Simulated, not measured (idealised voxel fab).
Proc. module: voxel air gaps
Shown is cross-section cut, with a width of 205 nm and square cells of size 5 nm.
Think of the cross-section as a grid of square cells. We describe it in bands, top to bottom, and each band covers one or more rows of those cells. Top, bottom (nm), then materials left to right with widths (nm); lone material tagged "edge to edge" fills the whole band edge to edge; "air" = empty space. Zero point of the height axis is 0; under it, received wafer = one material. Lowest band: continues down indefinitely, "from 0 down". A width given as "30->40" starts at the first number in the band's top row and ends at the second number in its bottom row, shifting by an equal amount at every step from row to row. "everything unchanged" (step): cross-section cells unchanged, all of them. Enclosed voids (no open way to top), threshold 8 cells or more, entry "Voids, enclosed", notation width x height at distance, distance from left edge, nm. Read whatever lies past the settings on a step's line as the simulator's own remark about the step. overlay nm: mask right of planned place by this much (step with mask). Neg. = left.

Planned step list for the process:
1. RECEIVE | material Si
2. CONFORMAL_DEP | material SiO2 | thk nm 10
3. CONFORMAL_DEP | material SiN | thk nm 5
4. DIRECTIONAL_DEP | material lowk | thk nm 35
5. PATTERN | tone open | mask id LINES | material resist | width nm 20 | pitch nm 50 | thk nm 20 | overlay nm 0
6. DIRECTIONAL_ETCH | etch materials lowk | depth nm 35
7. STRIP | etch materials resist
8. CONFORMAL_DEP | material TiN | thk nm 5
9. FILL_DEP | material Cu | thk nm 10
10. CMP | height nm 40
11. EPI | material Ru | thk nm 10
12. SELECTIVE_ETCH | etch materials lowk | depth nm 45
13. CONFORMAL_DEP | material SiCN | thk nm 5
Quick note for whoever runs this: the wafers start identical, but the height nm at step 10 isn't the same across them. The plan just shows what the first wafer had.

Cut through the first of several wafers as received, post step 1:
	from 0 down = Si edge to edge
	Voids, enclosed: none

The cross-section of the first of several wafers is given below for the end of the module, after its final step, step 13:
	from 55 to 50 = air 25 | SiCN 150 | air 30
	from 50 to 40 = air 25 | SiCN 5 | Ru 40 | SiCN 10 | Ru 40 | SiCN 10 | Ru 40 | SiCN 5 | air 30
	from 40 to 35 = air 25 | SiCN 15 | TiN 5 | Cu 10 | TiN 5 | SiCN 30 | TiN 5 | Cu 10 | TiN 5 | SiCN 30 | TiN 5 | Cu 10 | TiN 5 | SiCN 15 | air 30
	from 35 to 20 = air 35 | SiCN 5 | TiN 5 | Cu 10 | TiN 5 | SiCN 5 | air 20 | SiCN 5 | TiN 5 | Cu 10 | TiN 5 | SiCN 5 | air 20 | SiCN 5 | TiN 5 | Cu 10 | TiN 5 | SiCN 5 | air 40
	from 20 to 15 = SiCN 40 | TiN 20 | SiCN 30 | TiN 20 | SiCN 30 | TiN 20 | SiCN 45
	from 15 to 10 = SiN edge to edge
	from 10 to 0 = SiO2 edge to edge
	from 0 down = Si edge to edge
	Voids, enclosed: 20 x 15 at 65; 20 x 15 at 115

Here's the last wafer cross-sectioned at the end of the module:
	from 80 to 75 = SiCN edge to edge
	from 75 to 65 = Ru edge to edge
	from 65 to 55 = Cu edge to edge
	from 55 to 50 = TiN 45 | Cu 10 | TiN 40 | Cu 10 | TiN 40 | Cu 10 | TiN 50
	from 50 to 20 = lowk 40 | TiN 5 | Cu 10 | TiN 5 | lowk 30 | TiN 5 | Cu 10 | TiN 5 | lowk 30 | TiN 5 | Cu 10 | TiN 5 | lowk 45
	from 20 to 15 = lowk 40 | TiN 20 | lowk 30 | TiN 20 | lowk 30 | TiN 20 | lowk 45
	from 15 to 10 = SiN edge to edge
	from 10 to 0 = SiO2 edge to edge
	from 0 down = Si edge to edge
	Voids, enclosed: none

So in this table every wafer gets its own row, and what you see is where it stands at the end of the module: for each material, how many cells it picked up (+) or gave up (-) since we received it, and after that its closed voids:
height nm 40, +24 Cu, +48 Ru, +107 SiCN, +41 SiN, +82 SiO2, +36 TiN, Voids, enclosed: 20 x 15 at 65; 20 x 15 at 115
height nm 45, +30 Cu, +48 Ru, +113 SiCN, +41 SiN, +82 SiO2, +42 TiN, Voids, enclosed: 20 x 20 at 65; 20 x 20 at 115
height nm 50, +36 Cu, +48 Ru, +119 SiCN, +41 SiN, +82 SiO2, +48 TiN, Voids, enclosed: 20 x 25 at 65; 20 x 25 at 115
height nm 55, +42 Cu, +82 Ru, +41 SiCN, +41 SiN, +82 SiO2, +83 TiN, +203 lowk, Voids, enclosed: none
height nm 60, +83 Cu, +82 Ru, +41 SiCN, +41 SiN, +82 SiO2, +83 TiN, +203 lowk, Voids, enclosed: none
height nm 65, +124 Cu, +82 Ru, +41 SiCN, +41 SiN, +82 SiO2, +83 TiN, +203 lowk, Voids, enclosed: none
